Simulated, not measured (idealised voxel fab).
Process module in this document: voxel wiring stack
The cross-section on display is named cut; it measures 275 nm wide, and its cells are 5 nm squares.
For the purposes of this document, a cross-section shall be understood as a grid of square cells, specified as bands listed in top-to-bottom order, each band consisting of one or more rows of cells.
Within each band entry, the heights of the top and of the bottom of the band appear first, in that order and in nm; the materials of the band then follow from left to right, each with its corresponding width in nm. The designation "all across" on a single material indicates that it fills the band from edge to edge; the designation "air" indicates empty space.
It should be noted that heights are counted from 0, beneath which the wafer as supplied is of one material throughout, and that the lowest band possesses no lower boundary but continues downward, as written in "z 0 and below".
So if you see something like "30->40" for the width, read it as the top row of the band sitting at the first number and the bottom row at the second, with every row in between moving by the same amount as the last.
"identical to before" for a step: no cell of the cross-section changed in that step.
Enclosed voids (no open way to top), threshold 8 cells or more, entry "Closed internal voids", notation width x height at distance, distance from left edge, nm.
Note: text after step settings on the step line = simulator remark on that step.
Among the settings permitted on a step's line is "overlay nm"; applied to a step with a mask, it specifies the extent to which the mask lay to the right of its planned position, whereas a negative figure signifies a position to the left.
Before/after cross-section pairs, one process step each; after shown to lowest changed band; step and settings beneath. Pairs may be from different runs of this module on the same starting wafer; a pair continues from the one above only where its "Preceding state" entry says so.

PRECEDING STATE
    z 0 and below = Si all across
    Closed internal voids: none

RESULTING STRUCTURE
    z 15 to 0 = SiO2 all across
    Everything below 0 is unchanged.
    Closed internal voids: none
Operation between the pre and post cross-sections above: CONFORMAL_DEP [material SiO2] [thk nm 15]

Preceding state: as shown after the step in the preceding pair, directly above.

RESULTING STRUCTURE
    z 20 to 15 = SiCN all across
    Everything below 15 is unchanged.
    Closed internal voids: none
Operation between the pre and post cross-sections above: CONFORMAL_DEP [material SiCN] [thk nm 5]

Preceding state: as shown after the step in the preceding pair, directly above.

RESULTING STRUCTURE
    z 40 to 20 = lowk all across
    Everything below 20 is unchanged.
    Closed internal voids: none
Operation between the pre and post cross-sections above: DIRECTIONAL_DEP [material lowk] [thk nm 20]

Preceding state: as shown after the step in the preceding pair, directly above.

RESULTING STRUCTURE
    z 40 to 20 = lowk (40) | air (30) | lowk (25) | air (30) | lowk (25) | air (30) | lowk (25) | air (30) | lowk (40)
    Everything below 20 is unchanged.
    Closed internal voids: none
Operation between the pre and post cross-sections above: MASKED_ETCH [tone open] [mask id METAL_1] [width nm 30] [pitch nm 55] [etch materials lowk] [depth nm 20] [overlay nm 0]

Preceding state: as shown after the step in the preceding pair, directly above.

RESULTING STRUCTURE
    z 40 to 20 = lowk (40) | air (30) | lowk (25) | air (30) | lowk (25) | air (30) | lowk (25) | air (30) | lowk (40)
    z 20 to 15 = SiCN (40) | air (30) | SiCN (25) | air (30) | SiCN (25) | air (30) | SiCN (25) | air (30) | SiCN (40)
    Everything below 15 is unchanged.
    Closed internal voids: none
Operation between the pre and post cross-sections above: MASKED_ETCH [tone open] [mask id METAL_1] [width nm 30] [pitch nm 55] [etch materials SiCN] [depth nm 5] [overlay nm 0]

Preceding state: as shown after the step in the preceding pair, directly above.

RESULTING STRUCTURE
    z 45 to 40 = TiN (45) | air (20) | TiN (35) | air (20) | TiN (35) | air (20) | TiN (35) | air (20) | TiN (45)
    z 40 to 20 = lowk (40) | TiN (5) | air (20) | TiN (5) | lowk (25) | TiN (5) | air (20) | TiN (5) | lowk (25) | TiN (5) | air (20) | TiN (5) | lowk (25) | TiN (5) | air (20) | TiN (5) | lowk (40)
    z 20 to 15 = SiCN (40) | TiN (30) | SiCN (25) | TiN (30) | SiCN (25) | TiN (30) | SiCN (25) | TiN (30) | SiCN (40)
    Everything below 15 is unchanged.
    Closed internal voids: none
Operation between the pre and post cross-sections above: CONFORMAL_DEP [material TiN] [thk nm 5]

Preceding state: as shown after the step in the preceding pair, directly above.

RESULTING STRUCTURE
    z 50 to 45 = Ru all across
    z 45 to 40 = TiN (45) | Ru (20) | TiN (35) | Ru (20) | TiN (35) | Ru (20) | TiN (35) | Ru (20) | TiN (45)
    z 40 to 20 = lowk (40) | TiN (5) | Ru (20) | TiN (5) | lowk (25) | TiN (5) | Ru (20) | TiN (5) | lowk (25) | TiN (5) | Ru (20) | TiN (5) | lowk (25) | TiN (5) | Ru (20) | TiN (5) | lowk (40)
    Everything below 20 is unchanged.
    Closed internal voids: none
Operation between the pre and post cross-sections above: FILL_DEP [material Ru] [thk nm 5]

Preceding state: as shown after the step in the preceding pair, directly above.

RESULTING STRUCTURE
    z 40 to 20 = lowk (40) | TiN (5) | Ru (20) | TiN (5) | lowk (25) | TiN (5) | Ru (20) | TiN (5) | lowk (25) | TiN (5) | Ru (20) | TiN (5) | lowk (25) | TiN (5) | Ru (20) | TiN (5) | lowk (40)
    Everything below 20 is unchanged.
    Closed internal voids: none
Operation between the pre and post cross-sections above: CMP [height nm 40]

Preceding state: as shown after the step in the preceding pair, directly above.

RESULTING STRUCTURE
    z 45 to 40 = SiCN all across
    Everything below 40 is unchanged.
    Closed internal voids: none
Operation between the pre and post cross-sections above: CONFORMAL_DEP [material SiCN] [thk nm 5]

Preceding state: as shown after the step in the preceding pair, directly above.

RESULTING STRUCTURE
    z 70 to 45 = lowk all across
    Everything below 45 is unchanged.
    Closed internal voids: none
Operation between the pre and post cross-sections above: DIRECTIONAL_DEP [material lowk] [thk nm 25]

Preceding state: as shown after the step in the preceding pair, directly above.

RESULTING STRUCTURE
    z 80 to 70 = aC all across
    Everything below 70 is unchanged.
    Closed internal voids: none
Operation between the pre and post cross-sections above: DIRECTIONAL_DEP [material aC] [thk nm 10]

Preceding state: as shown after the step in the preceding pair, directly above.

RESULTING STRUCTURE
    z 105 to 80 = resist (40) | air (30) | resist (25) | air (30) | resist (25) | air (30) | resist (25) | air (30) | resist (40)
    Everything below 80 is unchanged.
    Closed internal voids: none
Operation between the pre and post cross-sections above: PATTERN [tone open] [mask id METAL_2] [material resist] [width nm 30] [pitch nm 55] [thk nm 25] [overlay nm 0]

Preceding state: as shown after the step in the preceding pair, directly above.

RESULTING STRUCTURE
    z 95 to 80 = resist (40) | air (30) | resist (25) | air (30) | resist (25) | air (30) | resist (25) | air (30) | resist (40)
    z 80 to 70 = aC (40) | air (30) | aC (25) | air (30) | aC (25) | air (30) | aC (25) | air (30) | aC (40)
    Everything below 70 is unchanged.
    Closed internal voids: none
Operation between the pre and post cross-sections above: DIRECTIONAL_ETCH [etch materials aC] [depth nm 10]

Preceding state: as shown after the step in the preceding pair, directly above.

RESULTING STRUCTURE
    z 80 to 70 = aC (40) | air (30) | aC (25) | air (30) | aC (25) | air (30) | aC (25) | air (30) | aC (40)
    Everything below 70 is unchanged.
    Closed internal voids: none
Operation between the pre and post cross-sections above: STRIP [etch materials resist]

Preceding state: as shown after the step in the preceding pair, directly above.

RESULTING STRUCTURE
    z 80 to 70 = aC (40) | air (30) | aC (25) | air (30) | aC (25) | air (30) | aC (25) | air (30) | aC (40)
    z 70 to 55 = lowk (40) | air (30) | lowk (25) | air (30) | lowk (25) | air (30) | lowk (25) | air (30) | lowk (40)
    Everything below 55 is unchanged.
    Closed internal voids: none
Operation between the pre and post cross-sections above: DIRECTIONAL_ETCH [etch materials lowk] [depth nm 15]

Preceding state: as shown after the step in the preceding pair, directly above.

RESULTING STRUCTURE
    z 70 to 55 = lowk (40) | air (30) | lowk (25) | air (30) | lowk (25) | air (30) | lowk (25) | air (30) | lowk (40)
    Everything below 55 is unchanged.
    Closed internal voids: none
Operation between the pre and post cross-sections above: STRIP [etch materials aC]

Preceding state: as shown after the step in the preceding pair, directly above.

RESULTING STRUCTURE
    z 85 to 70 = aC (40) | air (30) | aC (25) | air (30) | aC (25) | air (30) | aC (25) | air (30) | aC (40)
    z 70 to 55 = lowk (40) | aC (30) | lowk (25) | aC (30) | lowk (25) | aC (30) | lowk (25) | aC (30) | lowk (40)
    Everything below 55 is unchanged.
    Closed internal voids: none
Operation between the pre and post cross-sections above: DIRECTIONAL_DEP [material aC] [thk nm 15]

Preceding state: as shown after the step in the preceding pair, directly above.

RESULTING STRUCTURE
    z 115 to 85 = resist (40) | air (15) | resist (40) | air (15) | resist (40) | air (15) | resist (40) | air (15) | resist (55)
    z 85 to 70 = aC (40) | air (15) | resist (15) | aC (25) | air (15) | resist (15) | aC (25) | air (15) | resist (15) | aC (25) | air (15) | resist (15) | aC (40)
    Everything below 70 is unchanged.
    Closed internal voids: none
Operation between the pre and post cross-sections above: PATTERN [tone open] [mask id METAL_2_HOLES] [material resist] [width nm 15] [pitch nm 55] [thk nm 30] [overlay nm 0]

Preceding state: as shown after the step in the preceding pair, directly above.

RESULTING STRUCTURE
    z 100 to 85 = resist (40) | air (15) | resist (40) | air (15) | resist (40) | air (15) | resist (40) | air (15) | resist (55)
    z 85 to 70 = aC (40) | air (15) | resist (15) | aC (25) | air (15) | resist (15) | aC (25) | air (15) | resist (15) | aC (25) | air (15) | resist (15) | aC (40)
    z 70 to 55 = lowk (40) | air (15) | aC (15) | lowk (25) | air (15) | aC (15) | lowk (25) | air (15) | aC (15) | lowk (25) | air (15) | aC (15) | lowk (40)
    Everything below 55 is unchanged.
    Closed internal voids: none
Operation between the pre and post cross-sections above: DIRECTIONAL_ETCH [etch materials aC] [depth nm 15]

Preceding state: as shown after the step in the preceding pair, directly above.

RESULTING STRUCTURE
    z 85 to 70 = aC (40) | air (30) | aC (25) | air (30) | aC (25) | air (30) | aC (25) | air (30) | aC (40)
    Everything below 70 is unchanged.
    Closed internal voids: none
Operation between the pre and post cross-sections above: STRIP [etch materials resist]

Preceding state: as shown after the step in the preceding pair, directly above.

RESULTING STRUCTURE
    z 85 to 70 = aC (40) | air (30) | aC (25) | air (30) | aC (25) | air (30) | aC (25) | air (30) | aC (40)
    z 70 to 55 = lowk (40) | air (15) | aC (15) | lowk (25) | air (15) | aC (15) | lowk (25) | air (15) | aC (15) | lowk (25) | air (15) | aC (15) | lowk (40)
    z 55 to 45 = lowk (40) | air (15) | lowk (40) | air (15) | lowk (40) | air (15) | lowk (40) | air (15) | lowk (55)
    Everything below 45 is unchanged.
    Closed internal voids: none
Operation between the pre and post cross-sections above: DIRECTIONAL_ETCH [etch materials lowk] [depth nm 10]

Preceding state: as shown after the step in the preceding pair, directly above.

RESULTING STRUCTURE
    z 85 to 70 = aC (40) | air (30) | aC (25) | air (30) | aC (25) | air (30) | aC (25) | air (30) | aC (40)
    z 70 to 55 = lowk (40) | air (15) | aC (15) | lowk (25) | air (15) | aC (15) | lowk (25) | air (15) | aC (15) | lowk (25) | air (15) | aC (15) | lowk (40)
    z 55 to 45 = lowk (40) | air (15) | lowk (40) | air (15) | lowk (40) | air (15) | lowk (40) | air (15) | lowk (55)
    z 45 to 40 = SiCN (40) | air (15) | SiCN (40) | air (15) | SiCN (40) | air (15) | SiCN (40) | air (15) | SiCN (55)
    Everything below 40 is unchanged.
    Closed internal voids: none
Operation between the pre and post cross-sections above: DIRECTIONAL_ETCH [etch materials SiCN] [depth nm 5]

Preceding state: as shown after the step in the preceding pair, directly above.

RESULTING STRUCTURE
    z 70 to 55 = lowk (40) | air (30) | lowk (25) | air (30) | lowk (25) | air (30) | lowk (25) | air (30) | lowk (40)
    Everything below 55 is unchanged.
    Closed internal voids: none
Operation between the pre and post cross-sections above: STRIP [etch materials aC]

Preceding state: as shown after the step in the preceding pair, directly above.

RESULTING STRUCTURE
    z 75 to 70 = TiN (45) | air (20) | TiN (35) | air (20) | TiN (35) | air (20) | TiN (35) | air (20) | TiN (45)
    z 70 to 60 = lowk (40) | TiN (5) | air (20) | TiN (5) | lowk (25) | TiN (5) | air (20) | TiN (5) | lowk (25) | TiN (5) | air (20) | TiN (5) | lowk (25) | TiN (5) | air (20) | TiN (5) | lowk (40)
    z 60 to 55 = lowk (40) | TiN (5) | air (5) | TiN (20) | lowk (25) | TiN (5) | air (5) | TiN (20) | lowk (25) | TiN (5) | air (5) | TiN (20) | lowk (25) | TiN (5) | air (5) | TiN (20) | lowk (40)
    z 55 to 45 = lowk (40) | TiN (5) | air (5) | TiN (5) | lowk (40) | TiN (5) | air (5) | TiN (5) | lowk (40) | TiN (5) | air (5) | TiN (5) | lowk (40) | TiN (5) | air (5) | TiN (5) | lowk (55)
    z 45 to 40 = SiCN (40) | TiN (15) | SiCN (40) | TiN (15) | SiCN (40) | TiN (15) | SiCN (40) | TiN (15) | SiCN (55)
    Everything below 40 is unchanged.
    Closed internal voids: none
Operation between the pre and post cross-sections above: CONFORMAL_DEP [material TiN] [thk nm 5]

Preceding state: as shown after the step in the preceding pair, directly above.

RESULTING STRUCTURE
    z 85 to 75 = Cu all across
    z 75 to 70 = TiN (45) | Cu (20) | TiN (35) | Cu (20) | TiN (35) | Cu (20) | TiN (35) | Cu (20) | TiN (45)
    z 70 to 60 = lowk (40) | TiN (5) | Cu (20) | TiN (5) | lowk (25) | TiN (5) | Cu (20) | TiN (5) | lowk (25) | TiN (5) | Cu (20) | TiN (5) | lowk (25) | TiN (5) | Cu (20) | TiN (5) | lowk (40)
    z 60 to 55 = lowk (40) | TiN (5) | Cu (5) | TiN (20) | lowk (25) | TiN (5) | Cu (5) | TiN (20) | lowk (25) | TiN (5) | Cu (5) | TiN (20) | lowk (25) | TiN (5) | Cu (5) | TiN (20) | lowk (40)
    z 55 to 45 = lowk (40) | TiN (5) | Cu (5) | TiN (5) | lowk (40) | TiN (5) | Cu (5) | TiN (5) | lowk (40) | TiN (5) | Cu (5) | TiN (5) | lowk (40) | TiN (5) | Cu (5) | TiN (5) | lowk (55)
    Everything below 45 is unchanged.
    Closed internal voids: none
Operation between the pre and post cross-sections above: FILL_DEP [material Cu] [thk nm 10]

Preceding state: as shown after the step in the preceding pair, directly above.

RESULTING STRUCTURE
    z 70 to 60 = lowk (40) | TiN (5) | Cu (20) | TiN (5) | lowk (25) | TiN (5) | Cu (20) | TiN (5) | lowk (25) | TiN (5) | Cu (20) | TiN (5) | lowk (25) | TiN (5) | Cu (20) | TiN (5) | lowk (40)
    Everything below 60 is unchanged.
    Closed internal voids: none
Operation between the pre and post cross-sections above: CMP [height nm 70]

Preceding state: as shown after the step in the preceding pair, directly above.

RESULTING STRUCTURE
    z 75 to 70 = SiCN all across
    Everything below 70 is unchanged.
    Closed internal voids: none
Operation between the pre and post cross-sections above: CONFORMAL_DEP [material SiCN] [thk nm 5]

PRECEDING STATE
    z 15 to 0 = SiO2 all across
    z 0 and below = Si all across
    Closed internal voids: none

RESULTING STRUCTURE
    z 35 to 15 = lowk all across
    Everything below 15 is unchanged.
    Closed internal voids: none
Operation between the pre and post cross-sections above: DIRECTIONAL_DEP [material lowk] [thk nm 20]

Preceding state: as shown after the step in the preceding pair, directly above.

RESULTING STRUCTURE
    z 35 to 15 = lowk (40) | air (30) | lowk (25) | air (30) | lowk (25) | air (30) | lowk (25) | air (30) | lowk (40)
    Everything below 15 is unchanged.
    Closed internal voids: none
Operation between the pre and post cross-sections above: MASKED_ETCH [tone open] [mask id METAL_1] [width nm 30] [pitch nm 55] [etch materials lowk] [depth nm 20] [overlay nm 0]

Preceding state: as shown after the step in the preceding pair, directly above.

RESULTING STRUCTURE
    z 40 to 35 = TiN (45) | air (20) | TiN (35) | air (20) | TiN (35) | air (20) | TiN (35) | air (20) | TiN (45)
    z 35 to 20 = lowk (40) | TiN (5) | air (20) | TiN (5) | lowk (25) | TiN (5) | air (20) | TiN (5) | lowk (25) | TiN (5) | air (20) | TiN (5) | lowk (25) | TiN (5) | air (20) | TiN (5) | lowk (40)
    z 20 to 15 = lowk (40) | TiN (30) | lowk (25) | TiN (30) | lowk (25) | TiN (30) | lowk (25) | TiN (30) | lowk (40)
    Everything below 15 is unchanged.
    Closed internal voids: none
Operation between the pre and post cross-sections above: CONFORMAL_DEP [material TiN] [thk nm 5]

Preceding state: as shown after the step in the preceding pair, directly above.

RESULTING STRUCTURE
    z 45 to 40 = Ru all across
    z 40 to 35 = TiN (45) | Ru (20) | TiN (35) | Ru (20) | TiN (35) | Ru (20) | TiN (35) | Ru (20) | TiN (45)
    z 35 to 20 = lowk (40) | TiN (5) | Ru (20) | TiN (5) | lowk (25) | TiN (5) | Ru (20) | TiN (5) | lowk (25) | TiN (5) | Ru (20) | TiN (5) | lowk (25) | TiN (5) | Ru (20) | TiN (5) | lowk (40)
    Everything below 20 is unchanged.
    Closed internal voids: none
Operation between the pre and post cross-sections above: FILL_DEP [material Ru] [thk nm 5]

Preceding state: as shown after the step in the preceding pair, directly above.

RESULTING STRUCTURE
    z 40 to 35 = TiN (45) | Ru (20) | TiN (35) | Ru (20) | TiN (35) | Ru (20) | TiN (35) | Ru (20) | TiN (45)
    Everything below 35 is unchanged.
    Closed internal voids: none
Operation between the pre and post cross-sections above: CMP [height nm 40]

Preceding state: as shown after the step in the preceding pair, directly above.

RESULTING STRUCTURE
    z 45 to 40 = SiCN all across
    Everything below 40 is unchanged.
    Closed internal voids: none
Operation between the pre and post cross-sections above: CONFORMAL_DEP [material SiCN] [thk nm 5]

Preceding state: as shown after the step in the preceding pair, directly above.

RESULTING STRUCTURE
    z 70 to 45 = lowk all across
    Everything below 45 is unchanged.
    Closed internal voids: none
Operation between the pre and post cross-sections above: DIRECTIONAL_DEP [material lowk] [thk nm 25]

Preceding state: as shown after the step in the preceding pair, directly above.

RESULTING STRUCTURE
    z 80 to 70 = aC all across
    Everything below 70 is unchanged.
    Closed internal voids: none
Operation between the pre and post cross-sections above: DIRECTIONAL_DEP [material aC] [thk nm 10]

Preceding state: as shown after the step in the preceding pair, directly above.

RESULTING STRUCTURE
    z 105 to 80 = resist (40) | air (30) | resist (25) | air (30) | resist (25) | air (30) | resist (25) | air (30) | resist (40)
    Everything below 80 is unchanged.
    Closed internal voids: none
Operation between the pre and post cross-sections above: PATTERN [tone open] [mask id METAL_2] [material resist] [width nm 30] [pitch nm 55] [thk nm 25] [overlay nm 0]

Preceding state: as shown after the step in the preceding pair, directly above.

RESULTING STRUCTURE
    z 95 to 80 = resist (40) | air (30) | resist (25) | air (30) | resist (25) | air (30) | resist (25) | air (30) | resist (40)
    z 80 to 70 = aC (40) | air (30) | aC (25) | air (30) | aC (25) | air (30) | aC (25) | air (30) | aC (40)
    Everything below 70 is unchanged.
    Closed internal voids: none
Operation between the pre and post cross-sections above: DIRECTIONAL_ETCH [etch materials aC] [depth nm 10]

Preceding state: as shown after the step in the preceding pair, directly above.

RESULTING STRUCTURE
    z 80 to 70 = aC (40) | air (30) | aC (25) | air (30) | aC (25) | air (30) | aC (25) | air (30) | aC (40)
    Everything below 70 is unchanged.
    Closed internal voids: none
Operation between the pre and post cross-sections above: STRIP [etch materials resist]

Preceding state: as shown after the step in the preceding pair, directly above.

RESULTING STRUCTURE
    z 80 to 70 = aC (40) | air (30) | aC (25) | air (30) | aC (25) | air (30) | aC (25) | air (30) | aC (40)
    z 70 to 55 = lowk (40) | air (30) | lowk (25) | air (30) | lowk (25) | air (30) | lowk (25) | air (30) | lowk (40)
    Everything below 55 is unchanged.
    Closed internal voids: none
Operation between the pre and post cross-sections above: DIRECTIONAL_ETCH [etch materials lowk] [depth nm 15]

Preceding state: as shown after the step in the preceding pair, directly above.

RESULTING STRUCTURE
    z 70 to 55 = lowk (40) | air (30) | lowk (25) | air (30) | lowk (25) | air (30) | lowk (25) | air (30) | lowk (40)
    Everything below 55 is unchanged.
    Closed internal voids: none
Operation between the pre and post cross-sections above: STRIP [etch materials aC]

Preceding state: as shown after the step in the preceding pair, directly above.

RESULTING STRUCTURE
    z 85 to 70 = aC (40) | air (30) | aC (25) | air (30) | aC (25) | air (30) | aC (25) | air (30) | aC (40)
    z 70 to 55 = lowk (40) | aC (30) | lowk (25) | aC (30) | lowk (25) | aC (30) | lowk (25) | aC (30) | lowk (40)
    Everything below 55 is unchanged.
    Closed internal voids: none
Operation between the pre and post cross-sections above: DIRECTIONAL_DEP [material aC] [thk nm 15]

Preceding state: as shown after the step in the preceding pair, directly above.

RESULTING STRUCTURE
    z 115 to 85 = resist (40) | air (15) | resist (40) | air (15) | resist (40) | air (15) | resist (40) | air (15) | resist (55)
    z 85 to 70 = aC (40) | air (15) | resist (15) | aC (25) | air (15) | resist (15) | aC (25) | air (15) | resist (15) | aC (25) | air (15) | resist (15) | aC (40)
    Everything below 70 is unchanged.
    Closed internal voids: none
Operation between the pre and post cross-sections above: PATTERN [tone open] [mask id METAL_2_HOLES] [material resist] [width nm 15] [pitch nm 55] [thk nm 30] [overlay nm 0]

Preceding state: as shown after the step in the preceding pair, directly above.

RESULTING STRUCTURE
    z 100 to 85 = resist (40) | air (15) | resist (40) | air (15) | resist (40) | air (15) | resist (40) | air (15) | resist (55)
    z 85 to 70 = aC (40) | air (15) | resist (15) | aC (25) | air (15) | resist (15) | aC (25) | air (15) | resist (15) | aC (25) | air (15) | resist (15) | aC (40)
    z 70 to 55 = lowk (40) | air (15) | aC (15) | lowk (25) | air (15) | aC (15) | lowk (25) | air (15) | aC (15) | lowk (25) | air (15) | aC (15) | lowk (40)
    Everything below 55 is unchanged.
    Closed internal voids: none
Operation between the pre and post cross-sections above: DIRECTIONAL_ETCH [etch materials aC] [depth nm 15]

Preceding state: as shown after the step in the preceding pair, directly above.

RESULTING STRUCTURE
    z 85 to 70 = aC (40) | air (30) | aC (25) | air (30) | aC (25) | air (30) | aC (25) | air (30) | aC (40)
    Everything below 70 is unchanged.
    Closed internal voids: none
Operation between the pre and post cross-sections above: STRIP [etch materials resist]

Preceding state: as shown after the step in the preceding pair, directly above.

RESULTING STRUCTURE
    z 85 to 70 = aC (40) | air (30) | aC (25) | air (30) | aC (25) | air (30) | aC (25) | air (30) | aC (40)
    z 70 to 55 = lowk (40) | air (15) | aC (15) | lowk (25) | air (15) | aC (15) | lowk (25) | air (15) | aC (15) | lowk (25) | air (15) | aC (15) | lowk (40)
    z 55 to 45 = lowk (40) | air (15) | lowk (40) | air (15) | lowk (40) | air (15) | lowk (40) | air (15) | lowk (55)
    Everything below 45 is unchanged.
    Closed internal voids: none
Operation between the pre and post cross-sections above: DIRECTIONAL_ETCH [etch materials lowk] [depth nm 10]

Preceding state: as shown after the step in the preceding pair, directly above.

RESULTING STRUCTURE
    z 85 to 70 = aC (40) | air (30) | aC (25) | air (30) | aC (25) | air (30) | aC (25) | air (30) | aC (40)
    z 70 to 55 = lowk (40) | air (15) | aC (15) | lowk (25) | air (15) | aC (15) | lowk (25) | air (15) | aC (15) | lowk (25) | air (15) | aC (15) | lowk (40)
    z 55 to 45 = lowk (40) | air (15) | lowk (40) | air (15) | lowk (40) | air (15) | lowk (40) | air (15) | lowk (55)
    z 45 to 40 = SiCN (40) | air (15) | SiCN (40) | air (15) | SiCN (40) | air (15) | SiCN (40) | air (15) | SiCN (55)
    Everything below 40 is unchanged.
    Closed internal voids: none
Operation between the pre and post cross-sections above: DIRECTIONAL_ETCH [etch materials SiCN] [depth nm 5]

Preceding state: as shown after the step in the preceding pair, directly above.

RESULTING STRUCTURE
    z 70 to 55 = lowk (40) | air (30) | lowk (25) | air (30) | lowk (25) | air (30) | lowk (25) | air (30) | lowk (40)
    Everything below 55 is unchanged.
    Closed internal voids: none
Operation between the pre and post cross-sections above: STRIP [etch materials aC]

Preceding state: as shown after the step in the preceding pair, directly above.

RESULTING STRUCTURE
    z 75 to 70 = TiN (45) | air (20) | TiN (35) | air (20) | TiN (35) | air (20) | TiN (35) | air (20) | TiN (45)
    z 70 to 60 = lowk (40) | TiN (5) | air (20) | TiN (5) | lowk (25) | TiN (5) | air (20) | TiN (5) | lowk (25) | TiN (5) | air (20) | TiN (5) | lowk (25) | TiN (5) | air (20) | TiN (5) | lowk (40)
    z 60 to 55 = lowk (40) | TiN (5) | air (5) | TiN (20) | lowk (25) | TiN (5) | air (5) | TiN (20) | lowk (25) | TiN (5) | air (5) | TiN (20) | lowk (25) | TiN (5) | air (5) | TiN (20) | lowk (40)
    z 55 to 45 = lowk (40) | TiN (5) | air (5) | TiN (5) | lowk (40) | TiN (5) | air (5) | TiN (5) | lowk (40) | TiN (5) | air (5) | TiN (5) | lowk (40) | TiN (5) | air (5) | TiN (5) | lowk (55)
    z 45 to 40 = SiCN (40) | TiN (15) | SiCN (40) | TiN (15) | SiCN (40) | TiN (15) | SiCN (40) | TiN (15) | SiCN (55)
    Everything below 40 is unchanged.
    Closed internal voids: none
Operation between the pre and post cross-sections above: CONFORMAL_DEP [material TiN] [thk nm 5]

Preceding state: as shown after the step in the preceding pair, directly above.

RESULTING STRUCTURE
    z 85 to 75 = Cu all across
    z 75 to 70 = TiN (45) | Cu (20) | TiN (35) | Cu (20) | TiN (35) | Cu (20) | TiN (35) | Cu (20) | TiN (45)
    z 70 to 60 = lowk (40) | TiN (5) | Cu (20) | TiN (5) | lowk (25) | TiN (5) | Cu (20) | TiN (5) | lowk (25) | TiN (5) | Cu (20) | TiN (5) | lowk (25) | TiN (5) | Cu (20) | TiN (5) | lowk (40)
    z 60 to 55 = lowk (40) | TiN (5) | Cu (5) | TiN (20) | lowk (25) | TiN (5) | Cu (5) | TiN (20) | lowk (25) | TiN (5) | Cu (5) | TiN (20) | lowk (25) | TiN (5) | Cu (5) | TiN (20) | lowk (40)
    z 55 to 45 = lowk (40) | TiN (5) | Cu (5) | TiN (5) | lowk (40) | TiN (5) | Cu (5) | TiN (5) | lowk (40) | TiN (5) | Cu (5) | TiN (5) | lowk (40) | TiN (5) | Cu (5) | TiN (5) | lowk (55)
    Everything below 45 is unchanged.
    Closed internal voids: none
Operation between the pre and post cross-sections above: FILL_DEP [material Cu] [thk nm 10]

Preceding state: as shown after the step in the preceding pair, directly above.

RESULTING STRUCTURE
    z 70 to 60 = lowk (40) | TiN (5) | Cu (20) | TiN (5) | lowk (25) | TiN (5) | Cu (20) | TiN (5) | lowk (25) | TiN (5) | Cu (20) | TiN (5) | lowk (25) | TiN (5) | Cu (20) | TiN (5) | lowk (40)
    Everything below 60 is unchanged.
    Closed internal voids: none
Operation between the pre and post cross-sections above: CMP [height nm 70]

Preceding state: as shown after the step in the preceding pair, directly above.

RESULTING STRUCTURE
    z 75 to 70 = SiCN all across
    Everything below 70 is unchanged.
    Closed internal voids: none
Operation between the pre and post cross-sections above: CONFORMAL_DEP [material SiCN] [thk nm 5]

PRECEDING STATE
    z 15 to 0 = SiO2 all across
    z 0 and below = Si all across
    Closed internal voids: none

RESULTING STRUCTURE
    z 30 to 0 = SiO2 all across
    Everything below 0 is unchanged.
    Closed internal voids: none
Operation between the pre and post cross-sections above: CONFORMAL_DEP [material SiO2] [thk nm 15]

Preceding state: as shown after the step in the preceding pair, directly above.

RESULTING STRUCTURE
    z 35 to 30 = SiCN all across
    Everything below 30 is unchanged.
    Closed internal voids: none
Operation between the pre and post cross-sections above: CONFORMAL_DEP [material SiCN] [thk nm 5]

Preceding state: as shown after the step in the preceding pair, directly above.

RESULTING STRUCTURE
    z 55 to 35 = lowk all across
    Everything below 35 is unchanged.
    Closed internal voids: none
Operation between the pre and post cross-sections above: DIRECTIONAL_DEP [material lowk] [thk nm 20]

Preceding state: as shown after the step in the preceding pair, directly above.

RESULTING STRUCTURE
    z 55 to 35 = lowk (40) | air (30) | lowk (25) | air (30) | lowk (25) | air (30) | lowk (25) | air (30) | lowk (40)
    Everything below 35 is unchanged.
    Closed internal voids: none
Operation between the pre and post cross-sections above: MASKED_ETCH [tone open] [mask id METAL_1] [width nm 30] [pitch nm 55] [etch materials lowk] [depth nm 20] [overlay nm 0]

Preceding state: as shown after the step in the preceding pair, directly above.

RESULTING STRUCTURE
    z 55 to 35 = lowk (40) | air (30) | lowk (25) | air (30) | lowk (25) | air (30) | lowk (25) | air (30) | lowk (40)
    z 35 to 30 = SiCN (40) | air (30) | SiCN (25) | air (30) | SiCN (25) | air (30) | SiCN (25) | air (30) | SiCN (40)
    Everything below 30 is unchanged.
    Closed internal voids: none
Operation between the pre and post cross-sections above: MASKED_ETCH [tone open] [mask id METAL_1] [width nm 30] [pitch nm 55] [etch materials SiCN] [depth nm 5] [overlay nm 0]

Preceding state: as shown after the step in the preceding pair, directly above.

RESULTING STRUCTURE
    z 60 to 55 = TiN (45) | air (20) | TiN (35) | air (20) | TiN (35) | air (20) | TiN (35) | air (20) | TiN (45)
    z 55 to 35 = lowk (40) | TiN (5) | air (20) | TiN (5) | lowk (25) | TiN (5) | air (20) | TiN (5) | lowk (25) | TiN (5) | air (20) | TiN (5) | lowk (25) | TiN (5) | air (20) | TiN (5) | lowk (40)
    z 35 to 30 = SiCN (40) | TiN (30) | SiCN (25) | TiN (30) | SiCN (25) | TiN (30) | SiCN (25) | TiN (30) | SiCN (40)
    Everything below 30 is unchanged.
    Closed internal voids: none
Operation between the pre and post cross-sections above: CONFORMAL_DEP [material TiN] [thk nm 5]

Preceding state: as shown after the step in the preceding pair, directly above.

RESULTING STRUCTURE
    z 65 to 60 = Ru all across
    z 60 to 55 = TiN (45) | Ru (20) | TiN (35) | Ru (20) | TiN (35) | Ru (20) | TiN (35) | Ru (20) | TiN (45)
    z 55 to 35 = lowk (40) | TiN (5) | Ru (20) | TiN (5) | lowk (25) | TiN (5) | Ru (20) | TiN (5) | lowk (25) | TiN (5) | Ru (20) | TiN (5) | lowk (25) | TiN (5) | Ru (20) | TiN (5) | lowk (40)
    Everything below 35 is unchanged.
    Closed internal voids: none
Operation between the pre and post cross-sections above: FILL_DEP [material Ru] [thk nm 5]

Preceding state: as shown after the step in the preceding pair, directly above.

RESULTING STRUCTURE
    z 40 to 35 = lowk (40) | TiN (5) | Ru (20) | TiN (5) | lowk (25) | TiN (5) | Ru (20) | TiN (5) | lowk (25) | TiN (5) | Ru (20) | TiN (5) | lowk (25) | TiN (5) | Ru (20) | TiN (5) | lowk (40)
    Everything below 35 is unchanged.
    Closed internal voids: none
Operation between the pre and post cross-sections above: CMP [height nm 40]

Preceding state: as shown after the step in the preceding pair, directly above.

RESULTING STRUCTURE
    z 45 to 40 = SiCN all across
    Everything below 40 is unchanged.
    Closed internal voids: none
Operation between the pre and post cross-sections above: CONFORMAL_DEP [material SiCN] [thk nm 5]

Preceding state: as shown after the step in the preceding pair, directly above.

RESULTING STRUCTURE
    z 70 to 45 = lowk all across
    Everything below 45 is unchanged.
    Closed internal voids: none
Operation between the pre and post cross-sections above: DIRECTIONAL_DEP [material lowk] [thk nm 25]
